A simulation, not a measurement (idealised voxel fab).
The document below concerns the process module designated voxel self aligned vias.
Shown is cross-section cut, with a width of 275 nm and square cells of size 5 nm.
This document writes a cross-section as a grid whose cells are square, and gives it as bands, listed from the top down; one or more rows of cells form a band. Read a band's entry like this: the first values are the height of its top and the height of its bottom in nm, and what follows is the sequence of materials from left to right, each with its width in nm. Note that "empty" is empty space, and that a single material marked "all across" reaches across the band from edge to edge. Note: height 0 marks the level under which the wafer is uniformly one material as received. Lowest band unbounded below, written "0 down". Read "30..40" as a graded width: first number on top, second number at the bottom, same change between each pair of neighbouring rows. The designation "remains unaltered", where it is given for a processing step, indicates that no cell of the cross-section was altered in the course of that step. Enclosed voids (no open way to top), threshold 8 cells or more, entry "Unvented voids", notation width x height at distance, distance from left edge, nm. Heads up: the bit after the settings on a step's line is the simulator's remark on that step. The optional step-line setting "overlay nm" applies to steps with a mask and quantifies how far to the right of its planned location the mask lay, a negative value indicating leftward placement.
## List of planned process steps
1. RECEIVE [material Si]
2. CONFORMAL_DEP [material SiO2] [thk nm 15]
3. CONFORMAL_DEP [material SiCN] [thk nm 5]
4. DIRECTIONAL_DEP [material SiO2] [thk nm 30]
5. DIRECTIONAL_DEP [material aC] [thk nm 15]
6. PATTERN [tone open] [mask id LINES] [material resist] [width nm 20] [pitch nm 65] [thk nm 35] [overlay nm 0]
7. DIRECTIONAL_ETCH [etch materials aC] [depth nm 15]
8. STRIP [etch materials resist]
9. DIRECTIONAL_ETCH [etch materials SiO2] [depth nm 30]
10. STRIP [etch materials aC]
11. CONFORMAL_DEP [material TiN] [thk nm 5]
12. FILL_DEP [material W] [thk nm 5]
13. CMP [height nm 50]
14. SELECTIVE_ETCH [etch materials W Ru TiN] [depth nm 5]
15. FILL_DEP [material SiN] [thk nm 10]
16. CMP [height nm 50]
17. DIRECTIONAL_DEP [material SiO2] [thk nm 15]
18. DIRECTIONAL_DEP [material aC] [thk nm 15]
19. PATTERN [tone open] [mask id VIAS] [material resist] [width nm 40] [pitch nm 130] [thk nm 35] [overlay nm 0]
20. DIRECTIONAL_ETCH [etch materials aC] [depth nm 15]
21. STRIP [etch materials resist]
22. DIRECTIONAL_ETCH [etch materials SiO2] [depth nm 15]
23. DIRECTIONAL_ETCH [etch materials SiN] [depth nm 5]
24. STRIP [etch materials aC]
25. CONFORMAL_DEP [material TiN] [thk nm 5]
26. FILL_DEP [material Cu] [thk nm 5]
27. CMP [height nm 65]
28. CONFORMAL_DEP [material SiCN] [thk nm 5]
## Below: the first of two wafers, run as planned
## Cross-section: wafer on arrival = after step 1
  0 down = Si all across
  Unvented voids: none
## Upon completion of step 2, the wafer appears in cross-section as shown
  15 to 0 = SiO2 all across
  Under the height 0 nothing was changed.
## Upon completion of step 3, the wafer appears in cross-section as shown
  20 to 15 = SiCN all across
  Under the height 15 nothing was changed.
## Upon completion of step 4, the wafer appears in cross-section as shown
  50 to 20 = SiO2 all across
  Under the height 20 nothing was changed.
## Upon completion of step 5, the wafer appears in cross-section as shown
  65 to 50 = aC all across
  Under the height 50 nothing was changed.
## Upon completion of step 6, the wafer appears in cross-section as shown
  100 to 65 = 60 of resist / 20 of empty / 45 of resist / 20 of empty / 45 of resist / 20 of empty / 65 of resist
  Under the height 65 nothing was changed.
## Upon completion of step 7, the wafer appears in cross-section as shown
  85 to 65 = 60 of resist / 20 of empty / 45 of resist / 20 of empty / 45 of resist / 20 of empty / 65 of resist
  65 to 50 = 60 of aC / 20 of empty / 45 of aC / 20 of empty / 45 of aC / 20 of empty / 65 of aC
  Under the height 50 nothing was changed.
## Upon completion of step 8, the wafer appears in cross-section as shown
  65 to 50 = 60 of aC / 20 of empty / 45 of aC / 20 of empty / 45 of aC / 20 of empty / 65 of aC
  Under the height 50 nothing was changed.
## Upon completion of step 9, the wafer appears in cross-section as shown
  65 to 50 = 60 of aC / 20 of empty / 45 of aC / 20 of empty / 45 of aC / 20 of empty / 65 of aC
  50 to 20 = 60 of SiO2 / 20 of empty / 45 of SiO2 / 20 of empty / 45 of SiO2 / 20 of empty / 65 of SiO2
  Under the height 20 nothing was changed.
## Upon completion of step 10, the wafer appears in cross-section as shown
  50 to 20 = 60 of SiO2 / 20 of empty / 45 of SiO2 / 20 of empty / 45 of SiO2 / 20 of empty / 65 of SiO2
  Under the height 20 nothing was changed.
## Upon completion of step 11, the wafer appears in cross-section as shown
  55 to 50 = 65 of TiN / 10 of empty / 55 of TiN / 10 of empty / 55 of TiN / 10 of empty / 70 of TiN
  50 to 25 = 60 of SiO2 / 5 of TiN / 10 of empty / 5 of TiN / 45 of SiO2 / 5 of TiN / 10 of empty / 5 of TiN / 45 of SiO2 / 5 of TiN / 10 of empty / 5 of TiN / 65 of SiO2
  25 to 20 = 60 of SiO2 / 20 of TiN / 45 of SiO2 / 20 of TiN / 45 of SiO2 / 20 of TiN / 65 of SiO2
  Under the height 20 nothing was changed.
## Upon completion of step 12, the wafer appears in cross-section as shown
  60 to 55 = W all across
  55 to 50 = 65 of TiN / 10 of W / 55 of TiN / 10 of W / 55 of TiN / 10 of W / 70 of TiN
  50 to 25 = 60 of SiO2 / 5 of TiN / 10 of W / 5 of TiN / 45 of SiO2 / 5 of TiN / 10 of W / 5 of TiN / 45 of SiO2 / 5 of TiN / 10 of W / 5 of TiN / 65 of SiO2
  Under the height 25 nothing was changed.
## Upon completion of step 13, the wafer appears in cross-section as shown
  50 to 25 = 60 of SiO2 / 5 of TiN / 10 of W / 5 of TiN / 45 of SiO2 / 5 of TiN / 10 of W / 5 of TiN / 45 of SiO2 / 5 of TiN / 10 of W / 5 of TiN / 65 of SiO2
  Under the height 25 nothing was changed.
## Upon completion of step 14, the wafer appears in cross-section as shown
  50 to 45 = 60 of SiO2 / 20 of empty / 45 of SiO2 / 20 of empty / 45 of SiO2 / 20 of empty / 65 of SiO2
  Under the height 45 nothing was changed.
## Upon completion of step 15, the wafer appears in cross-section as shown
  60 to 50 = SiN all across
  50 to 45 = 60 of SiO2 / 20 of SiN / 45 of SiO2 / 20 of SiN / 45 of SiO2 / 20 of SiN / 65 of SiO2
  Under the height 45 nothing was changed.
## Upon completion of step 16, the wafer appears in cross-section as shown
  50 to 45 = 60 of SiO2 / 20 of SiN / 45 of SiO2 / 20 of SiN / 45 of SiO2 / 20 of SiN / 65 of SiO2
  Under the height 45 nothing was changed.
## Upon completion of step 17, the wafer appears in cross-section as shown
  65 to 50 = SiO2 all across
  Under the height 50 nothing was changed.
## Upon completion of step 18, the wafer appears in cross-section as shown
  80 to 65 = aC all across
  Under the height 65 nothing was changed.
## Upon completion of step 19, the wafer appears in cross-section as shown
  115 to 80 = 50 of resist / 40 of empty / 90 of resist / 40 of empty / 55 of resist
  Under the height 80 nothing was changed.
## Upon completion of step 20, the wafer appears in cross-section as shown
  100 to 80 = 50 of resist / 40 of empty / 90 of resist / 40 of empty / 55 of resist
  80 to 65 = 50 of aC / 40 of empty / 90 of aC / 40 of empty / 55 of aC
  Under the height 65 nothing was changed.
## Upon completion of step 21, the wafer appears in cross-section as shown
  80 to 65 = 50 of aC / 40 of empty / 90 of aC / 40 of empty / 55 of aC
  Under the height 65 nothing was changed.
## Upon completion of step 22, the wafer appears in cross-section as shown
  80 to 65 = 50 of aC / 40 of empty / 90 of aC / 40 of empty / 55 of aC
  65 to 50 = 50 of SiO2 / 40 of empty / 90 of SiO2 / 40 of empty / 55 of SiO2
  Under the height 50 nothing was changed.
## Upon completion of step 23, the wafer appears in cross-section as shown
  80 to 65 = 50 of aC / 40 of empty / 90 of aC / 40 of empty / 55 of aC
  65 to 50 = 50 of SiO2 / 40 of empty / 90 of SiO2 / 40 of empty / 55 of SiO2
  50 to 45 = 60 of SiO2 / 20 of empty / 45 of SiO2 / 20 of SiN / 45 of SiO2 / 20 of empty / 65 of SiO2
  Under the height 45 nothing was changed.
## Upon completion of step 24, the wafer appears in cross-section as shown
  65 to 50 = 50 of SiO2 / 40 of empty / 90 of SiO2 / 40 of empty / 55 of SiO2
  Under the height 50 nothing was changed.
## Upon completion of step 25, the wafer appears in cross-section as shown
  70 to 65 = 55 of TiN / 30 of empty / 100 of TiN / 30 of empty / 60 of TiN
  65 to 55 = 50 of SiO2 / 5 of TiN / 30 of empty / 5 of TiN / 90 of SiO2 / 5 of TiN / 30 of empty / 5 of TiN / 55 of SiO2
  55 to 50 = 50 of SiO2 / 15 of TiN / 10 of empty / 15 of TiN / 90 of SiO2 / 15 of TiN / 10 of empty / 15 of TiN / 55 of SiO2
  50 to 45 = 60 of SiO2 / 20 of TiN / 45 of SiO2 / 20 of SiN / 45 of SiO2 / 20 of TiN / 65 of SiO2
  Under the height 45 nothing was changed.
## Upon completion of step 26, the wafer appears in cross-section as shown
  75 to 70 = Cu all across
  70 to 65 = 55 of TiN / 30 of Cu / 100 of TiN / 30 of Cu / 60 of TiN
  65 to 55 = 50 of SiO2 / 5 of TiN / 30 of Cu / 5 of TiN / 90 of SiO2 / 5 of TiN / 30 of Cu / 5 of TiN / 55 of SiO2
  55 to 50 = 50 of SiO2 / 15 of TiN / 10 of Cu / 15 of TiN / 90 of SiO2 / 15 of TiN / 10 of Cu / 15 of TiN / 55 of SiO2
  Under the height 50 nothing was changed.
## Upon completion of step 27, the wafer appears in cross-section as shown
  65 to 55 = 50 of SiO2 / 5 of TiN / 30 of Cu / 5 of TiN / 90 of SiO2 / 5 of TiN / 30 of Cu / 5 of TiN / 55 of SiO2
  Under the height 55 nothing was changed.
## Upon completion of step 28, the wafer appears in cross-section as shown
  70 to 65 = SiCN all across
  Under the height 65 nothing was changed.
## Second wafer - shared start and plan with the first - one error in running - same as the first up to step 18 inclusive
## Cross-section of the second wafer corresponding to the planned conclusion of step 19
  115 to 80 = 45 of resist / 40 of empty / 90 of resist / 40 of empty / 60 of resist
  Under the height 80 nothing was changed.
## Cross-section of the second wafer corresponding to the planned conclusion of step 20
  100 to 80 = 45 of resist / 40 of empty / 90 of resist / 40 of empty / 60 of resist
  80 to 65 = 45 of aC / 40 of empty / 90 of aC / 40 of empty / 60 of aC
  Under the height 65 nothing was changed.
## Cross-section of the second wafer corresponding to the planned conclusion of step 21
  80 to 65 = 45 of aC / 40 of empty / 90 of aC / 40 of empty / 60 of aC
  Under the height 65 nothing was changed.
## Cross-section of the second wafer corresponding to the planned conclusion of step 22
  80 to 65 = 45 of aC / 40 of empty / 90 of aC / 40 of empty / 60 of aC
  65 to 50 = 45 of SiO2 / 40 of empty / 90 of SiO2 / 40 of empty / 60 of SiO2
  Under the height 50 nothing was changed.
## Cross-section of the second wafer corresponding to the planned conclusion of step 23
  80 to 65 = 45 of aC / 40 of empty / 90 of aC / 40 of empty / 60 of aC
  65 to 50 = 45 of SiO2 / 40 of empty / 90 of SiO2 / 40 of empty / 60 of SiO2
  50 to 45 = 60 of SiO2 / 20 of empty / 45 of SiO2 / 20 of SiN / 45 of SiO2 / 20 of empty / 65 of SiO2
  Under the height 45 nothing was changed.
## Cross-section of the second wafer corresponding to the planned conclusion of step 24
  65 to 50 = 45 of SiO2 / 40 of empty / 90 of SiO2 / 40 of empty / 60 of SiO2
  Under the height 50 nothing was changed.
## Cross-section of the second wafer corresponding to the planned conclusion of step 25
  70 to 65 = 50 of TiN / 30 of empty / 100 of TiN / 30 of empty / 65 of TiN
  65 to 55 = 45 of SiO2 / 5 of TiN / 30 of empty / 5 of TiN / 90 of SiO2 / 5 of TiN / 30 of empty / 5 of TiN / 60 of SiO2
  55 to 50 = 45 of SiO2 / 20 of TiN / 10 of empty / 10 of TiN / 90 of SiO2 / 20 of TiN / 10 of empty / 10 of TiN / 60 of SiO2
  50 to 45 = 60 of SiO2 / 20 of TiN / 45 of SiO2 / 20 of SiN / 45 of SiO2 / 20 of TiN / 65 of SiO2
  Under the height 45 nothing was changed.
## Cross-section of the second wafer corresponding to the planned conclusion of step 26
  75 to 70 = Cu all across
  70 to 65 = 50 of TiN / 30 of Cu / 100 of TiN / 30 of Cu / 65 of TiN
  65 to 55 = 45 of SiO2 / 5 of TiN / 30 of Cu / 5 of TiN / 90 of SiO2 / 5 of TiN / 30 of Cu / 5 of TiN / 60 of SiO2
  55 to 50 = 45 of SiO2 / 20 of TiN / 10 of Cu / 10 of TiN / 90 of SiO2 / 20 of TiN / 10 of Cu / 10 of TiN / 60 of SiO2
  Under the height 50 nothing was changed.
## Cross-section of the second wafer corresponding to the planned conclusion of step 27
  65 to 55 = 45 of SiO2 / 5 of TiN / 30 of Cu / 5 of TiN / 90 of SiO2 / 5 of TiN / 30 of Cu / 5 of TiN / 60 of SiO2
  Under the height 55 nothing was changed.
## Cross-section of the second wafer corresponding to the planned conclusion of step 28
  70 to 65 = SiCN all across
  Under the height 65 nothing was changed.
Processing error: planned and actual differ for step 19; actual: PATTERN [tone open] [mask id VIAS] [material resist] [width nm 40] [pitch nm 130] [thk nm 35] [overlay nm -5]
In the final comparison it is observed that the number of cells assigned to each material is identical for the two wafers, whereas their placement is not.
